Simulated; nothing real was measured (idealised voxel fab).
process module | voxel ribs on slabs
cross-section cut | 270 nm wide | cells 5 nm
A cross-section is a grid of square cells, given in bands from the top down. A band is one or more rows of cells.
Each band's line starts with the height of the band's top and of its bottom, in nm. Then come its materials from left to right, each with its width in nm. One material with "throughout" fills the band from edge to edge. "air" is empty space.
Height 0 is the level under which the wafer as received is all one material. The lowest band goes on downwards, as in "0 down".
A width such as "30 to 40" changes by the same amount from each row of cells to the next, from the band's top row to its bottom row.
"no change" after a step means that no cell of the cross-section changed.
closed voids: empty space of 8 cells or more with no open way to the top, each as width x height at its distance from the left edge, in nm
after a step's settings: what the simulator itself notes on the step
overlay nm, on a step with a mask: how far to the right of its planned place the mask lay; to the left if negative
plan
1 op RECEIVE | material Si
2 op DIRECTIONAL_DEP | material SiO2 | thk nm 20
3 op DIRECTIONAL_DEP | material SiN | thk nm 25
4 op MASKED_ETCH | tone cover | mask id RIB | width nm 25 | etch materials SiN | depth nm 5 | overlay nm 0
5 op MASKED_ETCH | tone cover | mask id SLAB | width nm 85 | etch materials SiN | depth nm 20 | overlay nm 0
6 op FILL_DEP | material SiO2 | thk nm 25
7 op CMP | height nm 60
8 op DIRECTIONAL_DEP | material W | thk nm 10
9 op DIRECTIONAL_DEP | material aC | thk nm 10
10 op PATTERN | tone cover | mask id HEATER | material resist | width nm 35 | thk nm 25 | overlay nm 0
11 op DIRECTIONAL_ETCH | etch materials aC | depth nm 10
12 op STRIP | etch materials resist
13 op DIRECTIONAL_ETCH | etch materials W | depth nm 10
14 op STRIP | etch materials aC
15 op CONFORMAL_DEP | material SiN | thk nm 5
first wafer, as planned
as received, after step 1
  0 down: Si throughout
  closed voids: none
after step 2
  20 to 0: SiO2 throughout
  below 0: unchanged
after step 3
  45 to 20: SiN throughout
  below 20: unchanged
after step 4
  45 to 40: air 120 | SiN 25 | air 125
  below 40: unchanged
after step 5
  45 to 40: air 120 | SiN 25 | air 125
  40 to 20: air 90 | SiN 85 | air 95
  below 20: unchanged
after step 6
  70 to 45: SiO2 throughout
  45 to 40: SiO2 120 | SiN 25 | SiO2 125
  40 to 20: SiO2 90 | SiN 85 | SiO2 95
  below 20: unchanged
after step 7
  60 to 45: SiO2 throughout
  below 45: unchanged
after step 8
  70 to 60: W throughout
  below 60: unchanged
after step 9
  80 to 70: aC throughout
  below 70: unchanged
after step 10
  105 to 80: air 115 | resist 35 | air 120
  below 80: unchanged
after step 11
  95 to 80: air 115 | resist 35 | air 120
  80 to 70: air 115 | aC 35 | air 120
  below 70: unchanged
after step 12
  80 to 70: air 115 | aC 35 | air 120
  below 70: unchanged
after step 13
  80 to 70: air 115 | aC 35 | air 120
  70 to 60: air 115 | W 35 | air 120
  below 60: unchanged
after step 14
  70 to 60: air 115 | W 35 | air 120
  below 60: unchanged
after step 15
  75 to 70: air 110 | SiN 45 | air 115
  70 to 65: air 110 | SiN 5 | W 35 | SiN 5 | air 115
  65 to 60: SiN 115 | W 35 | SiN 120
  below 60: unchanged
second wafer: like start, like plan, one mistake. Through step 9 it matches the first wafer
when step 10 should have ended
  105 to 80: resist 115 | air 35 | resist 120
  below 80: unchanged
when step 11 should have ended
  95 to 80: resist 115 | air 35 | resist 120
  80 to 70: aC 115 | air 35 | aC 120
  below 70: unchanged
when step 12 should have ended
  80 to 70: aC 115 | air 35 | aC 120
  below 70: unchanged
when step 13 should have ended
  80 to 70: aC 115 | air 35 | aC 120
  70 to 60: W 115 | air 35 | W 120
  below 60: unchanged
when step 14 should have ended
  70 to 60: W 115 | air 35 | W 120
  below 60: unchanged
when step 15 should have ended
  75 to 70: SiN 120 | air 25 | SiN 125
  70 to 65: W 115 | SiN 5 | air 25 | SiN 5 | W 120
  65 to 60: W 115 | SiN 35 | W 120
  below 60: unchanged
what went wrong: step 10 ran as: op PATTERN | tone open | mask id HEATER | material resist | width nm 35 | thk nm 25 | overlay nm 0
at the end the second wafer has, in cells: 80 more of W
